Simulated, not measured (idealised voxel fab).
Presented below is a process module, voxel transistor to metal.
For reference, the cross-section in this document is cut, with width 215 nm and square cells of 5 nm.
Just so we're on the same page, the cross-sections are grids of square cells, and they're listed out in bands top to bottom, each band one or more rows deep. Quick guide to a band line: top height, bottom height (nm) up front; then every material left to right with its width in nm. Only one material and it's marked "edge to edge"? Then it fills the band edge to edge. And "blank" just means empty space. Counting heights begins at 0, where everything beneath is, in the wafer as received, one material. The lowest band has no bottom; it goes on downwards, as "0..down" shows. Per-row width for "30 to 40": begins at first number (top row of band), ends at second number (bottom row), increment between rows held constant. Key: "no modifications" - step with no changed cell in the cross-section. If an empty space has no open way to the top and is at least 8 cells in size, "Entrapped voids" lists it, written width x height at distance, where distance is measured from the left edge and every value is in nm. Whatever follows a step's settings on its line is a remark the simulator itself makes about that step. For masked steps, "overlay nm" on the step line gives how far right of plan the mask actually lay; a minus sign means it lay to the left.

[Set out below are the planned steps of the process]
1 RECEIVE [material Si]
2 CONFORMAL_DEP [material SiO2] [thk nm 5]
3 CONFORMAL_DEP [material SiN] [thk nm 10]
4 DIRECTIONAL_DEP [material aC] [thk nm 15]
5 PATTERN [tone cover] [mask id ACTIVE] [material resist] [width nm 115] [thk nm 30] [overlay nm 0]
6 DIRECTIONAL_ETCH [etch materials aC] [depth nm 15]
7 STRIP [etch materials resist]
8 DIRECTIONAL_ETCH [etch materials SiN] [depth nm 10]
9 DIRECTIONAL_ETCH [etch materials SiO2] [depth nm 5]
10 DIRECTIONAL_ETCH [etch materials Si] [depth nm 30]
11 STRIP [etch materials aC]
12 FILL_DEP [material SiO2] [thk nm 10]
13 CMP [height nm 15]
14 SELECTIVE_ETCH [etch materials SiO2] [depth nm 5]
15 STRIP [etch materials SiN]
16 SELECTIVE_ETCH [etch materials SiO2] [depth nm 5]
17 OXIDIZE [depth nm 5]
18 DIRECTIONAL_DEP [material polySi] [thk nm 30]
19 DIRECTIONAL_DEP [material SiCN] [thk nm 15]
20 MASKED_ETCH [tone cover] [mask id GATE] [width nm 35] [etch materials SiCN] [depth nm 25] [overlay nm 0]
21 MASKED_ETCH [tone cover] [mask id GATE] [width nm 35] [etch materials polySi] [depth nm 40] [overlay nm 0]
22 CONFORMAL_DEP [material SiO2] [thk nm 5]
23 DIRECTIONAL_ETCH [etch materials SiO2] [depth nm 5]
24 CONFORMAL_DEP [material SiN] [thk nm 5]
25 DIRECTIONAL_ETCH [etch materials SiN] [depth nm 5]
26 DIRECTIONAL_ETCH [etch materials SiO2] [depth nm 5]
27 DIRECTIONAL_ETCH [etch materials Si] [depth nm 15]
28 EPI [material pSi] [thk nm 20]
29 FILL_DEP [material SiO2] [thk nm 5]
30 CMP [height nm 30]
31 STRIP [etch materials polySi]
32 SELECTIVE_ETCH [etch materials SiO2] [depth nm 5]
33 CONFORMAL_DEP [material HfO2] [thk nm 5]
34 CONFORMAL_DEP [material TiN] [thk nm 5]
35 FILL_DEP [material W] [thk nm 5]
36 CMP [height nm 25]
37 DIRECTIONAL_DEP [material SiO2] [thk nm 10]
38 MASKED_ETCH [tone open] [mask id CONTACT] [width nm 20] [pitch nm 85] [etch materials SiO2] [depth nm 20] [overlay nm 0]
39 CONFORMAL_DEP [material TiN] [thk nm 5]
40 FILL_DEP [material W] [thk nm 5]
41 CMP [height nm 35]
42 DIRECTIONAL_DEP [material TiN] [thk nm 5]
43 DIRECTIONAL_DEP [material W] [thk nm 15]
44 MASKED_ETCH [tone cover] [mask id METAL_1] [width nm 20] [pitch nm 85] [etch materials W] [depth nm 15] [overlay nm 0]
45 MASKED_ETCH [tone cover] [mask id METAL_1] [width nm 20] [pitch nm 85] [etch materials TiN] [depth nm 5] [overlay nm 0]
46 FILL_DEP [material SiO2] [thk nm 5]
47 CMP [height nm 55]
48 CONFORMAL_DEP [material SiN] [thk nm 5]

[Wafer at receipt (post step 1), cross-section]
- 0..down | Si edge to edge
- Entrapped voids: none

[Cross-section, first of two wafers, end of module, run as planned]
- 60..55 | SiN edge to edge
- 55..40 | SiO2 55 nm / W 20 nm / SiO2 65 nm / W 20 nm / SiO2 55 nm
- 40..35 | SiO2 55 nm / TiN 20 nm / SiO2 65 nm / TiN 20 nm / SiO2 55 nm
- 35..25 | SiO2 55 nm / TiN 5 nm / W 10 nm / TiN 5 nm / SiO2 65 nm / TiN 5 nm / W 10 nm / TiN 5 nm / SiO2 55 nm
- 25..20 | SiO2 55 nm / TiN 5 nm / W 10 nm / TiN 5 nm / SiO2 5 nm / SiN 5 nm / HfO2 5 nm / TiN 5 nm / W 25 nm / TiN 5 nm / HfO2 5 nm / SiN 5 nm / SiO2 5 nm / TiN 5 nm / W 10 nm / TiN 5 nm / SiO2 55 nm
- 20..15 | SiO2 55 nm / TiN 20 nm / SiO2 5 nm / SiN 5 nm / HfO2 5 nm / TiN 5 nm / W 25 nm / TiN 5 nm / HfO2 5 nm / SiN 5 nm / SiO2 5 nm / TiN 20 nm / SiO2 55 nm
- 15..5 | SiO2 45 nm / pSi 35 nm / SiN 5 nm / HfO2 5 nm / TiN 5 nm / W 25 nm / TiN 5 nm / HfO2 5 nm / SiN 5 nm / pSi 35 nm / SiO2 45 nm
- 5..0 | SiO2 45 nm / pSi 5 nm / SiN 5 nm / pSi 25 nm / SiN 5 nm / HfO2 5 nm / TiN 35 nm / HfO2 5 nm / SiN 5 nm / pSi 25 nm / SiN 5 nm / pSi 5 nm / SiO2 45 nm
- 0..-5 | SiO2 55 nm / pSi 25 nm / SiO2 5 nm / HfO2 45 nm / SiO2 5 nm / pSi 25 nm / SiO2 55 nm
- -5..-20 | SiO2 50 nm / Si 5 nm / pSi 25 nm / Si 55 nm / pSi 25 nm / Si 5 nm / SiO2 50 nm
- -20..-30 | SiO2 50 nm / Si 115 nm / SiO2 50 nm
- -30..down | Si edge to edge
- Entrapped voids: none

[Here is the second of the two wafers cut open at the end of the module - same start, same plan as the first one, but we made one mistake running it]
- 60..55 | SiN edge to edge
- 55..40 | SiO2 55 nm / W 20 nm / SiO2 65 nm / W 20 nm / SiO2 55 nm
- 40..35 | SiO2 55 nm / TiN 20 nm / SiO2 65 nm / TiN 20 nm / SiO2 55 nm
- 35..25 | SiO2 55 nm / TiN 5 nm / W 10 nm / TiN 5 nm / SiO2 65 nm / TiN 5 nm / W 10 nm / TiN 5 nm / SiO2 55 nm
- 25..20 | SiO2 55 nm / TiN 5 nm / W 10 nm / TiN 5 nm / SiO2 5 nm / SiN 5 nm / HfO2 5 nm / TiN 5 nm / W 25 nm / TiN 5 nm / HfO2 5 nm / SiN 5 nm / SiO2 5 nm / TiN 5 nm / W 10 nm / TiN 5 nm / SiO2 55 nm
- 20..15 | SiO2 55 nm / TiN 20 nm / SiO2 5 nm / SiN 5 nm / HfO2 5 nm / TiN 5 nm / W 25 nm / TiN 5 nm / HfO2 5 nm / SiN 5 nm / SiO2 5 nm / TiN 20 nm / SiO2 55 nm
- 15..5 | SiO2 50 nm / pSi 30 nm / SiN 5 nm / HfO2 5 nm / TiN 5 nm / W 25 nm / TiN 5 nm / HfO2 5 nm / SiN 5 nm / pSi 40 nm / SiO2 40 nm
- 5..0 | SiO2 50 nm / pSi 5 nm / SiN 5 nm / pSi 20 nm / SiN 5 nm / HfO2 5 nm / TiN 35 nm / HfO2 5 nm / SiN 5 nm / pSi 30 nm / SiN 5 nm / pSi 5 nm / SiO2 40 nm
- 0..-5 | SiO2 60 nm / pSi 20 nm / SiO2 5 nm / HfO2 45 nm / SiO2 5 nm / pSi 30 nm / SiO2 50 nm
- -5..-20 | SiO2 55 nm / Si 5 nm / pSi 20 nm / Si 55 nm / pSi 30 nm / Si 5 nm / SiO2 45 nm
- -20..-30 | SiO2 55 nm / Si 115 nm / SiO2 45 nm
- -30..down | Si edge to edge
- Entrapped voids: none
what went wrong: step 5 went in with a setting other than planned; the actual run was PATTERN [tone cover] [mask id ACTIVE] [material resist] [width nm 115] [thk nm 30] [overlay nm 5]
Cell counts per material: same on both final wafers. Positions: different.
